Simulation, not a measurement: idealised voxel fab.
The following process module bears the name voxel transistor to metal.
It is cross-section cut that appears here, measuring 170 nm in width, its square cells being 5 nm in size.
Cross-section layout: square cells on a grid; listed as bands, top to bottom; a band spans one or more cell rows. Look at the band entry: it leads with the top's height and the bottom's height in nm. Then it lists the materials left to right, with a width in nm for each. The word "full width" on a single material says that material fills the band edge to edge. The word "air" is empty space. The level at which height equals 0 is the one under which the wafer, as it arrives, is entirely one material. No lower edge exists for the bottom band, which continues downward and is notated as in "top 0, no bottom". The two numbers in a width such as "30 to 40" mark its ends across the band: the first belongs to the top row of cells, the second to the bottom row, and from each row to the next the width moves by the same amount. Reading "no modifications" for a step: not a cell of the cross-section changed in it. Each empty space that has no open way to the top and spans at least 8 cells appears under "Closed empty spaces" as width x height at distance, the distance counted from the left edge, all in nm. after a step's settings: what the simulator itself notes on the step. overlay nm: mask offset rightward from planned place, masked step; negative means leftward offset.
# Process steps - plan
step 1: RECEIVE,material Si
step 2: CONFORMAL_DEP,material SiO2,thk nm 5
step 3: CONFORMAL_DEP,material SiN,thk nm 15
step 4: PATTERN,tone cover,mask id ACTIVE,material resist,width nm 85,thk nm 20,overlay nm 0
step 5: DIRECTIONAL_ETCH,etch materials SiN,depth nm 15
step 6: DIRECTIONAL_ETCH,etch materials SiO2,depth nm 5
step 7: DIRECTIONAL_ETCH,etch materials Si,depth nm 25
step 8: STRIP,etch materials resist
step 9: OXIDIZE,depth nm 5
step 10: FILL_DEP,material SiO2,thk nm 5
step 11: CMP,height nm 20
step 12: SELECTIVE_ETCH,etch materials SiO2,depth nm 5
step 13: STRIP,etch materials SiN
step 14: SELECTIVE_ETCH,etch materials SiO2,depth nm 5
step 15: OXIDIZE,depth nm 5
step 16: DIRECTIONAL_DEP,material polySi,thk nm 25
step 17: DIRECTIONAL_DEP,material SiCN,thk nm 15
step 18: PATTERN,tone cover,mask id GATE,material resist,width nm 15,thk nm 20,overlay nm 0
step 19: DIRECTIONAL_ETCH,etch materials SiCN,depth nm 25
step 20: DIRECTIONAL_ETCH,etch materials polySi,depth nm 35
step 21: STRIP,etch materials resist
step 22: CONFORMAL_DEP,material SiN,thk nm 10
step 23: DIRECTIONAL_ETCH,etch materials SiN,depth nm 10
step 24: DIRECTIONAL_ETCH,etch materials SiO2,depth nm 5
step 25: DIRECTIONAL_ETCH,etch materials Si,depth nm 15
step 26: EPI,material nSi,thk nm 15
step 27: FILL_DEP,material SiO2,thk nm 5
step 28: CMP,height nm 40
step 29: DIRECTIONAL_DEP,material SiO2,thk nm 15
step 30: MASKED_ETCH,tone open,mask id CONTACT,width nm 15,pitch nm 60,etch materials SiO2,depth nm 60,overlay nm 0
step 31: CONFORMAL_DEP,material TiN,thk nm 5
step 32: FILL_DEP,material Ru,thk nm 5
step 33: CMP,height nm 55
step 34: DIRECTIONAL_DEP,material TiN,thk nm 5
step 35: DIRECTIONAL_DEP,material Ru,thk nm 15
step 36: MASKED_ETCH,tone cover,mask id METAL_1,width nm 15,pitch nm 60,etch materials Ru,depth nm 15,overlay nm 0
step 37: MASKED_ETCH,tone cover,mask id METAL_1,width nm 15,pitch nm 60,etch materials TiN,depth nm 5,overlay nm 0
step 38: FILL_DEP,material lowk,thk nm 10
step 39: CMP,height nm 75
step 40: CONFORMAL_DEP,material SiCN,thk nm 5
step 41: DIRECTIONAL_DEP,material SiO2,thk nm 25
step 42: PATTERN,tone open,mask id METAL_2,material resist,width nm 15,pitch nm 60,thk nm 15,overlay nm 0
step 43: DIRECTIONAL_ETCH,etch materials SiO2,depth nm 15
step 44: STRIP,etch materials resist
step 45: DIRECTIONAL_DEP,material aC,thk nm 15
step 46: PATTERN,tone open,mask id METAL_2_HOLES,material resist,width nm 15,pitch nm 60,thk nm 35,overlay nm 0
step 47: DIRECTIONAL_ETCH,etch materials aC,depth nm 15
step 48: STRIP,etch materials resist
step 49: DIRECTIONAL_ETCH,etch materials SiO2,depth nm 10
step 50: DIRECTIONAL_ETCH,etch materials SiCN,depth nm 5
step 51: STRIP,etch materials aC
step 52: CONFORMAL_DEP,material TiN,thk nm 5
step 53: FILL_DEP,material Ru,thk nm 5
step 54: CMP,height nm 105
step 55: CONFORMAL_DEP,material SiCN,thk nm 5
# So this is the incoming wafer in cross-section - it's already been through step 1
	top 0, no bottom = Si full width
	Closed empty spaces: none
# End-of-module cross-section. Starting structure and process plan as above; one mistake made in running it
	top 110, bottom 105 = SiCN full width
	top 105, bottom 80 = SiO2 45 nm, then TiN 5 nm, then Ru 5 nm, then TiN 5 nm, then SiO2 45 nm, then TiN 5 nm, then Ru 5 nm, then TiN 5 nm, then SiO2 50 nm
	top 80, bottom 75 = SiCN 45 nm, then TiN 15 nm, then SiCN 45 nm, then TiN 15 nm, then SiCN 50 nm
	top 75, bottom 60 = lowk 45 nm, then Ru 15 nm, then lowk 45 nm, then Ru 15 nm, then lowk 50 nm
	top 60, bottom 55 = lowk 45 nm, then TiN 15 nm, then lowk 45 nm, then TiN 15 nm, then lowk 50 nm
	top 55, bottom 50 = Ru full width
	top 50, bottom 45 = TiN 50 nm, then Ru 5 nm, then TiN 55 nm, then Ru 5 nm, then TiN 55 nm
	top 45, bottom 30 = SiO2 45 nm, then TiN 5 nm, then Ru 5 nm, then TiN 5 nm, then SiO2 45 nm, then TiN 5 nm, then Ru 5 nm, then TiN 5 nm, then SiO2 50 nm
	top 30, bottom 25 = SiO2 45 nm, then TiN 5 nm, then Ru 5 nm, then TiN 5 nm, then SiO2 5 nm, then SiN 10 nm, then SiCN 15 nm, then SiN 10 nm, then SiO2 5 nm, then TiN 5 nm, then Ru 5 nm, then TiN 5 nm, then SiO2 50 nm
	top 25, bottom 15 = SiO2 45 nm, then TiN 5 nm, then Ru 5 nm, then TiN 5 nm, then SiO2 5 nm, then SiN 10 nm, then polySi 15 nm, then SiN 10 nm, then SiO2 5 nm, then TiN 5 nm, then Ru 5 nm, then TiN 5 nm, then SiO2 50 nm
	top 15, bottom 10 = SiO2 45 nm, then TiN 15 nm, then SiO2 5 nm, then SiN 10 nm, then polySi 15 nm, then SiN 10 nm, then SiO2 5 nm, then TiN 15 nm, then SiO2 50 nm
	top 10, bottom 0 = SiO2 35 nm, then SiN 10 nm, then TiN 5 nm, then nSi 15 nm, then SiN 10 nm, then polySi 15 nm, then SiN 10 nm, then nSi 15 nm, then TiN 5 nm, then SiN 10 nm, then SiO2 40 nm
	top 0, bottom -5 = SiO2 45 nm, then TiN 5 nm, then nSi 15 nm, then SiO2 35 nm, then nSi 15 nm, then TiN 5 nm, then SiO2 50 nm
	top -5, bottom -20 = SiO2 45 nm, then nSi 20 nm, then Si 35 nm, then nSi 20 nm, then SiO2 50 nm
	top -20, bottom -30 = SiO2 45 nm, then Si 75 nm, then SiO2 50 nm
	top -30, no bottom = Si full width
	Closed empty spaces: none
It is concluded that the wafer was processed incorrectly with respect to the plan, in that the process deviated at step 28: the operation and settings actually run there were CMP,height nm 30
